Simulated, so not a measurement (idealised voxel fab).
Title: Process Module voxel fin reveal
Cross-section cut: width 295 nm, square cells of 5 nm.
We lay out every cross-section as a grid of square cells and spell it out in bands from the top down, where one band means one or more rows of cells.
Read a band's entry like this: the first values are the height of its top and the height of its bottom in nm, and what follows is the sequence of materials from left to right, each with its width in nm. Note that "blank" is empty space, and that a single material marked "throughout" reaches across the band from edge to edge.
Measure heights from 0. That's the level where, below it, the as-received wafer is all one material. The lowest band is bottomless and extends downward; write it as in "0..down".
Per-row width for "30..40": begins at first number (top row of band), ends at second number (bottom row), increment between rows held constant.
"no change" -> step changed no cross-section cell.
Under "Closed void table" you'll find the enclosed gaps, the ones with no way out to the top, that are 8 cells or bigger; each reads width x height at distance, with distance counted from the left edge, everything in nm.
It should be noted that, on the line of a given step, the content following the step's settings is a remark produced by the simulator itself with respect to that step.
For masked steps, "overlay nm" on the step line gives how far right of plan the mask actually lay; a minus sign means it lay to the left.

## The planned process steps are enumerated hereunder
step 1: RECEIVE,material Si
step 2: CONFORMAL_DEP,material SiN,thk nm 5
step 3: PATTERN,tone cover,mask id FINS,material resist,width nm 15,pitch nm 40,thk nm 15,overlay nm 0
step 4: DIRECTIONAL_ETCH,etch materials SiN,depth nm 5
step 5: DIRECTIONAL_ETCH,etch materials Si,depth nm 40
step 6: STRIP,etch materials resist
step 7: FILL_DEP,material SiO2,thk nm 5
step 8: CMP,height nm 5
step 9: SELECTIVE_ETCH,etch materials SiO2,depth nm 30
step 10: STRIP,etch materials SiN
step 11: CONFORMAL_DEP,material SiO2,thk nm 5

## Cross-section, incoming material, after step 1
> 0..down: Si throughout
> Closed void table: none

## As-planned run: cross-section of the first of two wafers at end of module
> 5..0: 75 of blank, 25 of SiO2, 15 of blank, 25 of SiO2, 15 of blank, 25 of SiO2, 15 of blank, 25 of SiO2, 75 of blank
> 0..-20: 75 of blank, 5 of SiO2, 15 of Si, 5 of SiO2, 15 of blank, 5 of SiO2, 15 of Si, 5 of SiO2, 15 of blank, 5 of SiO2, 15 of Si, 5 of SiO2, 15 of blank, 5 of SiO2, 15 of Si, 5 of SiO2, 75 of blank
> -20..-40: 80 of SiO2, 15 of Si, 25 of SiO2, 15 of Si, 25 of SiO2, 15 of Si, 25 of SiO2, 15 of Si, 80 of SiO2
> -40..down: Si throughout
> Closed void table: none

## Here's the second of our two wafers sectioned at module end. Same start as the first, same plan, but one mistake got made running it
> 15..0: 65 of blank, 165 of SiO2, 65 of blank
> 0..-10: 65 of blank, 15 of SiO2, 15 of Si, 25 of SiO2, 15 of Si, 25 of SiO2, 15 of Si, 25 of SiO2, 15 of Si, 15 of SiO2, 65 of blank
> -10..-40: 80 of SiO2, 15 of Si, 25 of SiO2, 15 of Si, 25 of SiO2, 15 of Si, 25 of SiO2, 15 of Si, 80 of SiO2
> -40..down: Si throughout
> Closed void table: none
The mistake made against the process plan was this: for step 11, the planned setting was not used; the step was instead run as CONFORMAL_DEP,material SiO2,thk nm 15
Wrapping up, a cell-based count of both wafers puts the second over or under the first for these materials: SiO2: 183 more
